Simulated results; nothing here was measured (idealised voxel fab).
process module | voxel fin reveal
cross-section cut | 185 nm wide | cells 5 nm
A cross-section is a grid of square cells, given in bands from the top down. A band is one or more rows of cells.
Each band's line starts with the height of the band's top and of its bottom, in nm. Then come its materials from left to right, each with its width in nm. One material with "throughout" fills the band from edge to edge. "air" is empty space.
Height 0 is the level under which the wafer as received is all one material. The lowest band goes on downwards, as in "0 down".
A width such as "30 to 40" changes by the same amount from each row of cells to the next, from the band's top row to its bottom row.
"no change" after a step means that no cell of the cross-section changed.
closed voids: empty space of 8 cells or more with no open way to the top, each as width x height at its distance from the left edge, in nm
after a step's settings: what the simulator itself notes on the step
overlay nm, on a step with a mask: how far to the right of its planned place the mask lay; to the left if negative
plan
1 op RECEIVE | material Si
2 op CONFORMAL_DEP | material SiN | thk nm 5
3 op PATTERN | tone cover | mask id FINS | material resist | width nm 15 | pitch nm 40 | thk nm 15 | overlay nm 0
4 op DIRECTIONAL_ETCH | etch materials SiN | depth nm 5
5 op DIRECTIONAL_ETCH | etch materials Si | depth nm 40
6 op STRIP | etch materials resist
7 op OXIDIZE | depth nm 5
8 op FILL_DEP | material SiO2 | thk nm 5
9 op CMP | height nm 5
10 op SELECTIVE_ETCH | etch materials SiO2 | depth nm 35
11 op STRIP | etch materials SiN
first wafer, as planned
as received, after step 1
  0 down: Si throughout
  closed voids: none
after step 2
  5 to 0: SiN throughout
  below 0: unchanged
after step 3
  20 to 5: air 45 | resist 15 | air 25 | resist 15 | air 25 | resist 15 | air 45
  below 5: unchanged
after step 4
  20 to 5: air 45 | resist 15 | air 25 | resist 15 | air 25 | resist 15 | air 45
  5 to 0: air 45 | SiN 15 | air 25 | SiN 15 | air 25 | SiN 15 | air 45
  below 0: unchanged
after step 5
  20 to 5: air 45 | resist 15 | air 25 | resist 15 | air 25 | resist 15 | air 45
  5 to 0: air 45 | SiN 15 | air 25 | SiN 15 | air 25 | SiN 15 | air 45
  0 to -40: air 45 | Si 15 | air 25 | Si 15 | air 25 | Si 15 | air 45
  below -40: unchanged
after step 6
  5 to 0: air 45 | SiN 15 | air 25 | SiN 15 | air 25 | SiN 15 | air 45
  below 0: unchanged
after step 7
  5 to 0: air 45 | SiN 15 | air 25 | SiN 15 | air 25 | SiN 15 | air 45
  0 to -40: air 45 | SiO2 5 | Si 5 | SiO2 5 | air 25 | SiO2 5 | Si 5 | SiO2 5 | air 25 | SiO2 5 | Si 5 | SiO2 5 | air 45
  -40 to -45: SiO2 50 | Si 5 | SiO2 35 | Si 5 | SiO2 35 | Si 5 | SiO2 50
  below -45: unchanged
after step 8
  10 to 5: SiO2 throughout
  5 to 0: SiO2 45 | SiN 15 | SiO2 25 | SiN 15 | SiO2 25 | SiN 15 | SiO2 45
  0 to -45: SiO2 50 | Si 5 | SiO2 35 | Si 5 | SiO2 35 | Si 5 | SiO2 50
  below -45: unchanged
after step 9
  5 to 0: SiO2 45 | SiN 15 | SiO2 25 | SiN 15 | SiO2 25 | SiN 15 | SiO2 45
  below 0: unchanged
after step 10
  5 to 0: air 45 | SiN 15 | air 25 | SiN 15 | air 25 | SiN 15 | air 45
  0 to -30: air 50 | Si 5 | air 35 | Si 5 | air 35 | Si 5 | air 50
  below -30: unchanged
after step 11
  0 to -30: air 50 | Si 5 | air 35 | Si 5 | air 35 | Si 5 | air 50
  below -30: unchanged
second wafer: like start, like plan, one mistake. Through step 9 it matches the first wafer
when step 10 should have ended
  5 to 0: air 45 | SiN 15 | air 25 | SiN 15 | air 25 | SiN 15 | air 45
  0 to -45: air 50 | Si 5 | air 35 | Si 5 | air 35 | Si 5 | air 50
  below -45: unchanged
when step 11 should have ended
  0 to -45: air 50 | Si 5 | air 35 | Si 5 | air 35 | Si 5 | air 50
  below -45: unchanged
what went wrong: step 10 was run twice
at the end the second wafer has, in cells: 102 fewer of SiO2
